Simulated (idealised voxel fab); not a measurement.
Process module, titled voxel self aligned vias
Cross-section cut spans 285 nm and uses square cells 5 nm in size.
Notation: cross-section as square-cell grid; stated in bands, top first, going down; one or more cell rows per band.
First you get the band's top height and its bottom height, in nm, and then the materials it's made of, left to right, with each width in nm. If you see a single material with "edge to edge", that one covers the band edge to edge. "empty" is empty space.
Height datum 0, below which the as-received substrate wafer is one material. Lowest band open at the bottom, running downward: "0 nm and below".
Top row gets the first number, bottom row gets the second, and each row in between changes by the same step: that is how a band width like "30->40" works.
"no alteration" (step): cross-section cells unchanged, all of them.
Entry "Enclosed void catalog" = empty spaces >= 8 cells with no open way to the top; each as width x height at distance, distance from left edge, all nm.
Read whatever lies past the settings on a step's line as the simulator's own remark about the step.
"overlay nm" answers the question of how far to the right of plan the mask lay on a step that has a mask, and when it is negative the answer is to the left.
## Here's what the planned process steps look like
1. RECEIVE with material Si
2. CONFORMAL_DEP with material SiO2, thk nm 10
3. CONFORMAL_DEP with material SiCN, thk nm 5
4. DIRECTIONAL_DEP with material SiO2, thk nm 30
5. MASKED_ETCH with tone open, mask id LINES, width nm 25, pitch nm 60, etch materials SiO2, depth nm 30, overlay nm 0
6. CONFORMAL_DEP with material TiN, thk nm 5
7. FILL_DEP with material Ru, thk nm 5
8. CMP with height nm 45
9. SELECTIVE_ETCH with etch materials W Ru TiN, depth nm 10
10. FILL_DEP with material SiN, thk nm 5
11. CMP with height nm 45
12. DIRECTIONAL_DEP with material SiO2, thk nm 20
13. DIRECTIONAL_DEP with material aC, thk nm 10
14. PATTERN with tone open, mask id VIAS, material resist, width nm 45, pitch nm 60, thk nm 30, overlay nm 0
15. DIRECTIONAL_ETCH with etch materials aC, depth nm 10
16. STRIP with etch materials resist
17. DIRECTIONAL_ETCH with etch materials SiO2, depth nm 20
18. DIRECTIONAL_ETCH with etch materials SiN, depth nm 10
19. STRIP with etch materials aC
20. CONFORMAL_DEP with material TiN, thk nm 5
21. FILL_DEP with material Ru, thk nm 10
22. CMP with height nm 65
23. CONFORMAL_DEP with material SiCN, thk nm 5
## As-received wafer cross-section (after step 1)
0 nm and below: Si edge to edge
Enclosed void catalog: none
## Wafer cross-section at module end: first of two, run to plan
70 nm to 65 nm: SiCN edge to edge
65 nm to 50 nm: SiO2 90 nm / TiN 5 nm / Ru 35 nm / TiN 5 nm / SiO2 15 nm / TiN 5 nm / Ru 35 nm / TiN 5 nm / SiO2 90 nm
50 nm to 40 nm: SiO2 90->100 nm / TiN 15->5 nm / Ru 15 nm / TiN 15->5 nm / SiO2 15->35 nm / TiN 15->5 nm / Ru 15 nm / TiN 15->5 nm / SiO2 90->100 nm
40 nm to 35 nm: SiO2 100 nm / TiN 25 nm / SiO2 35 nm / TiN 25 nm / SiO2 100 nm
35 nm to 20 nm: SiO2 100 nm / TiN 5 nm / Ru 15 nm / TiN 5 nm / SiO2 35 nm / TiN 5 nm / Ru 15 nm / TiN 5 nm / SiO2 100 nm
20 nm to 15 nm: SiO2 100 nm / TiN 25 nm / SiO2 35 nm / TiN 25 nm / SiO2 100 nm
15 nm to 10 nm: SiCN edge to edge
10 nm to 0 nm: SiO2 edge to edge
0 nm and below: Si edge to edge
Enclosed void catalog: none
## So this is wafer number two of the two, cut at the end of the module - it started where the first did and had the same plan, we just got one thing wrong running it
65 nm to 60 nm: SiCN edge to edge
60 nm to 50 nm: SiO2 90 nm / TiN 5 nm / Ru 35 nm / TiN 5 nm / SiO2 15 nm / TiN 5 nm / Ru 35 nm / TiN 5 nm / SiO2 90 nm
50 nm to 40 nm: SiO2 90->100 nm / TiN 15->5 nm / Ru 15 nm / TiN 15->5 nm / SiO2 15->35 nm / TiN 15->5 nm / Ru 15 nm / TiN 15->5 nm / SiO2 90->100 nm
40 nm to 35 nm: SiO2 100 nm / TiN 25 nm / SiO2 35 nm / TiN 25 nm / SiO2 100 nm
35 nm to 20 nm: SiO2 100 nm / TiN 5 nm / Ru 15 nm / TiN 5 nm / SiO2 35 nm / TiN 5 nm / Ru 15 nm / TiN 5 nm / SiO2 100 nm
20 nm to 15 nm: SiO2 100 nm / TiN 25 nm / SiO2 35 nm / TiN 25 nm / SiO2 100 nm
15 nm to 10 nm: SiCN edge to edge
10 nm to 0 nm: SiO2 edge to edge
0 nm and below: Si edge to edge
Enclosed void catalog: none
So what did we get wrong on this run? not per plan at step 22, really ran CMP with height nm 60
End check, counted in cells, second wafer has more or fewer of these materials than the first: Ru -14, SiO2 -39, TiN -4
